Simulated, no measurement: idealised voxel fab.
A process module follows: voxel self aligned vias.
The cross-section shown here is cut; it is 240 nm wide and divided into square cells measuring 5 nm on a side.
Reading order for cross-sections: top band down to bottom band. Underlying form: a grid of square cells. Band size: one or more rows of cells. For a band, the entry starts with two heights in nm, that of the top and then that of the bottom, and carries on with the band's materials in order from left to right, each alongside its width in nm; the word "everywhere" beside a single material means it fills the band edge to edge, and "air" means empty space. Heights are measured from 0, the level below which the as-received wafer is all one material; the lowest band has no bottom and continues downward, written as in "from 0 down". When a width is written as two numbers, as in "30 to 40", the first number is the width in the top row of cells of the band and the second is the width in its bottom row, and the width changes by the same amount from each row to the next. Reading "remained unchanged" for a step: not a cell of the cross-section changed in it. So "Trapped voids" is basically the list of trapped voids: any empty space of 8 cells or more that can't reach the top through an opening. They're written width x height at distance, the distance being from the left edge, and it's all nm. Note: text after step settings on the step line = simulator remark on that step. overlay nm: mask right of planned place by this much (step with mask). Neg. = left.

The planned process steps are enumerated hereunder
- 1: RECEIVE: material Si
- 2: CONFORMAL_DEP: material SiO2, thk nm 15
- 3: CONFORMAL_DEP: material SiCN, thk nm 5
- 4: DIRECTIONAL_DEP: material lowk, thk nm 25
- 5: DIRECTIONAL_DEP: material aC, thk nm 15
- 6: PATTERN: tone open, mask id LINES, material resist, width nm 25, pitch nm 65, thk nm 35, overlay nm 0
- 7: DIRECTIONAL_ETCH: etch materials aC, depth nm 15
- 8: STRIP: etch materials resist
- 9: DIRECTIONAL_ETCH: etch materials lowk, depth nm 25
- 10: STRIP: etch materials aC
- 11: CONFORMAL_DEP: material TiN, thk nm 5
- 12: FILL_DEP: material W, thk nm 5
- 13: CMP: height nm 45
- 14: SELECTIVE_ETCH: etch materials W Ru TiN, depth nm 10
- 15: FILL_DEP: material SiN, thk nm 5
- 16: CMP: height nm 45
- 17: DIRECTIONAL_DEP: material lowk, thk nm 15
- 18: MASKED_ETCH: tone open, mask id VIAS, width nm 35, pitch nm 130, etch materials lowk, depth nm 15, overlay nm 0
- 19: MASKED_ETCH: tone open, mask id VIAS, width nm 35, pitch nm 130, etch materials SiN, depth nm 10, overlay nm 0
- 20: CONFORMAL_DEP: material TiN, thk nm 5
- 21: FILL_DEP: material Cu, thk nm 5
- 22: CMP: height nm 60
- 23: CONFORMAL_DEP: material SiCN, thk nm 5

Received-state cross-section, reflecting completion of step 1
> from 0 down: Si everywhere
> Trapped voids: none

Post-module cross-section: identical start and plan to those above, one misstep in execution
> from 65 to 60: SiCN everywhere
> from 60 to 50: lowk 35, then TiN 5, then Cu 25, then TiN 5, then lowk 95, then TiN 5, then Cu 25, then TiN 5, then lowk 40
> from 50 to 45: lowk 35, then TiN 10, then Cu 15, then TiN 10, then lowk 95, then TiN 10, then Cu 15, then TiN 10, then lowk 40
> from 45 to 40: lowk 40, then TiN 5, then Cu 15, then TiN 5, then lowk 40, then SiN 25, then lowk 40, then TiN 5, then Cu 15, then TiN 5, then lowk 45
> from 40 to 35: lowk 40, then TiN 25, then lowk 40, then SiN 25, then lowk 40, then TiN 25, then lowk 45
> from 35 to 25: lowk 40, then TiN 5, then W 15, then TiN 5, then lowk 40, then TiN 5, then W 15, then TiN 5, then lowk 40, then TiN 5, then W 15, then TiN 5, then lowk 45
> from 25 to 20: lowk 40, then TiN 25, then lowk 40, then TiN 25, then lowk 40, then TiN 25, then lowk 45
> from 20 to 5: SiO2 everywhere
> from 5 to 0: SiCN everywhere
> from 0 down: Si everywhere
> Trapped voids: none
The mistake made against the process plan was this: mixed up steps 2 and 3 - ran each in the other's place
